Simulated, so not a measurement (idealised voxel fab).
The process module that follows is named voxel self aligned contacts.
The width of the displayed cross-section, cut, is 230 nm; its cells are square, with a size of 5 nm.
Cross-section format: a grid of square cells, given as bands from top to bottom; each band is one or more rows of cells.
Heads up on the band format: heights come first, top then bottom, in nm. After that it's the materials left to right, each with its width in nm. A single material flagged "all across" fills the whole band edge to edge, and "air" means there's empty space there.
Heads up on the height convention: 0 is the point under which the incoming wafer is all one material, and the lowest band has no bottom, it just keeps going down, like "0 and below".
The notation "30->40" denotes a width that varies across the rows of cells in the band, beginning at the first number in the top row, finishing at the second number in the bottom row, and changing by an identical amount from each row to the next.
Key: "nothing got changed" - step with no changed cell in the cross-section.
Each empty space that has no open way to the top and spans at least 8 cells appears under "Trapped voids" as width x height at distance, the distance counted from the left edge, all in nm.
Past the settings on a step's line: simulator remark, on that step.
You can add "overlay nm" to a step's line. For a step with a mask, it describes how far the mask lay to the right of its planned position, and a negative number describes a lay to the left.

Below is the list of planned process steps
1) op RECEIVE | material Si
2) op OXIDIZE | depth nm 5
3) op DIRECTIONAL_DEP | material polySi | thk nm 25
4) op DIRECTIONAL_DEP | material SiN | thk nm 15
5) op MASKED_ETCH | tone cover | mask id GATE | width nm 30 | pitch nm 65 | etch materials SiN | depth nm 15 | overlay nm 0
6) op MASKED_ETCH | tone cover | mask id GATE | width nm 30 | pitch nm 65 | etch materials polySi | depth nm 25 | overlay nm 0
7) op CONFORMAL_DEP | material SiN | thk nm 5
8) op DIRECTIONAL_ETCH | etch materials SiN | depth nm 5
9) op FILL_DEP | material SiO2 | thk nm 20
10) op CMP | height nm 50
11) op MASKED_ETCH | tone open | mask id CONTACT | width nm 45 | pitch nm 65 | etch materials SiO2 | depth nm 55 | overlay nm 0
12) op CONFORMAL_DEP | material TiN | thk nm 5
13) op FILL_DEP | material Ru | thk nm 5
14) op CMP | height nm 50
15) op CONFORMAL_DEP | material SiCN | thk nm 5

The cross-section here shows the wafer as received, i.e. in its state after step 1
    0 and below | Si all across
    Trapped voids: none

Cross-section, end of module. Start: as above. Plan: as above. Execution: one mistake
    55 down to 50 | SiCN all across
    50 down to 40 | SiO2 60 nm / TiN 5->15 nm / Ru 35->15 nm / TiN 5->15 nm / SiO2 20 nm / TiN 5->15 nm / Ru 35->15 nm / TiN 5->15 nm / SiO2 60 nm
    40 down to 25 | SiO2 30 nm / SiN 40 nm / TiN 5 nm / Ru 15 nm / TiN 5 nm / SiN 40 nm / TiN 5 nm / Ru 15 nm / TiN 5 nm / SiN 40 nm / SiO2 30 nm
    25 down to 5 | SiO2 30 nm / SiN 5 nm / polySi 30 nm / SiN 5 nm / TiN 5 nm / Ru 15 nm / TiN 5 nm / SiN 5 nm / polySi 30 nm / SiN 5 nm / TiN 5 nm / Ru 15 nm / TiN 5 nm / SiN 5 nm / polySi 30 nm / SiN 5 nm / SiO2 30 nm
    5 down to 0 | SiO2 30 nm / SiN 5 nm / polySi 30 nm / SiN 5 nm / TiN 25 nm / SiN 5 nm / polySi 30 nm / SiN 5 nm / TiN 25 nm / SiN 5 nm / polySi 30 nm / SiN 5 nm / SiO2 30 nm
    0 and below | Si all across
    Trapped voids: none
Want to know what went wrong? step 2 of the plan was bypassed and not carried out
